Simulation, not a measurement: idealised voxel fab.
This section sets out a process module, namely voxel ribs on slabs.
Displayed cross-section: cut, width of 165 nm, square cells sized 5 nm.
Cross-section, as written here: a square-cell grid given band by band from the top down, where a band holds one or more rows of cells. What a band's entry tells you: where the top is and where the bottom is, as heights in nm, and after that what lies inside, material by material from left to right, each with its width in nm. Empty space is written as the word "empty", and a single material marked with the word "all across" occupies the band from edge to edge. Where do heights start? At 0: under that level the wafer as delivered is made of one material only. And the lowest band has no floor; it just carries on downward, as in "0 nm and below". With a width like "30->40", each row of cells in the band differs from the next by the same amount, the top row carrying the first number and the bottom row the second. Any step labelled "no change occurred" changed none of the cells in the cross-section. The list in "Enclosed void listing" covers empty spaces of 8 cells or more that cannot reach the top through any open way, and it gives each as width x height at distance; the distance is from the left edge, and width, height and distance are in nm. after a step's settings: what the simulator itself notes on the step. "overlay nm" on a masked step: distance the mask lay right of its planned place, negative for left.

These are the steps we planned for the process
step 1: RECEIVE | material Si
step 2: DIRECTIONAL_DEP | material SiO2 | thk nm 20
step 3: DIRECTIONAL_DEP | material SiN | thk nm 15
step 4: PATTERN | tone cover | mask id RIB | material resist | width nm 15 | thk nm 20 | overlay nm 0
step 5: DIRECTIONAL_ETCH | etch materials SiN | depth nm 5
step 6: STRIP | etch materials resist
step 7: MASKED_ETCH | tone cover | mask id SLAB | width nm 55 | etch materials SiN | depth nm 10 | overlay nm -15
step 8: FILL_DEP | material SiO2 | thk nm 25
step 9: CMP | height nm 55
step 10: DIRECTIONAL_DEP | material TiN | thk nm 10
step 11: DIRECTIONAL_DEP | material aC | thk nm 10
step 12: PATTERN | tone cover | mask id HEATER | material resist | width nm 25 | thk nm 30 | overlay nm 0
step 13: DIRECTIONAL_ETCH | etch materials aC | depth nm 10
step 14: STRIP | etch materials resist
step 15: DIRECTIONAL_ETCH | etch materials TiN | depth nm 10
step 16: STRIP | etch materials aC
step 17: CONFORMAL_DEP | material SiO2 | thk nm 10
The plan's step 7 overlay nm is the first wafer's value; the wafers differ in this setting and start identical.

Received wafers, first of several: cross-section after step 1
- 0 nm and below  Si all across
- Enclosed void listing: none

The cross-section of the first of several wafers is given below for the end of the module, after its final step, step 17
- 75 nm to 65 nm  empty (60) | SiO2 (45) | empty (60)
- 65 nm to 55 nm  SiO2 (70) | TiN (25) | SiO2 (70)
- 55 nm to 35 nm  SiO2 all across
- 35 nm to 30 nm  SiO2 (75) | SiN (15) | SiO2 (75)
- 30 nm to 20 nm  SiO2 (40) | SiN (55) | SiO2 (70)
- 20 nm to 0 nm  SiO2 all across
- 0 nm and below  Si all across
- Enclosed void listing: none

A cross-section through the last wafer at the close of the module
- 75 nm to 65 nm  empty (60) | SiO2 (45) | empty (60)
- 65 nm to 55 nm  SiO2 (70) | TiN (25) | SiO2 (70)
- 55 nm to 35 nm  SiO2 all across
- 35 nm to 30 nm  SiO2 (75) | SiN (15) | SiO2 (75)
- 30 nm to 20 nm  SiO2 (70) | SiN (55) | SiO2 (40)
- 20 nm to 0 nm  SiO2 all across
- 0 nm and below  Si all across
- Enclosed void listing: none

Every row in this table is a wafer at the end of the module, and it gives, for each of the materials, the cells that wafer has gained (+) or lost (-) since it was received, then its closed voids
overlay nm -15 | +25 SiN | +412 SiO2 | +10 TiN | Enclosed void listing: none
overlay nm -10 | +25 SiN | +412 SiO2 | +10 TiN | Enclosed void listing: none
overlay nm -5 | +25 SiN | +412 SiO2 | +10 TiN | Enclosed void listing: none
overlay nm 0 | +25 SiN | +412 SiO2 | +10 TiN | Enclosed void listing: none
overlay nm 5 | +25 SiN | +412 SiO2 | +10 TiN | Enclosed void listing: none
overlay nm 10 | +25 SiN | +412 SiO2 | +10 TiN | Enclosed void listing: none
overlay nm 15 | +25 SiN | +412 SiO2 | +10 TiN | Enclosed void listing: none
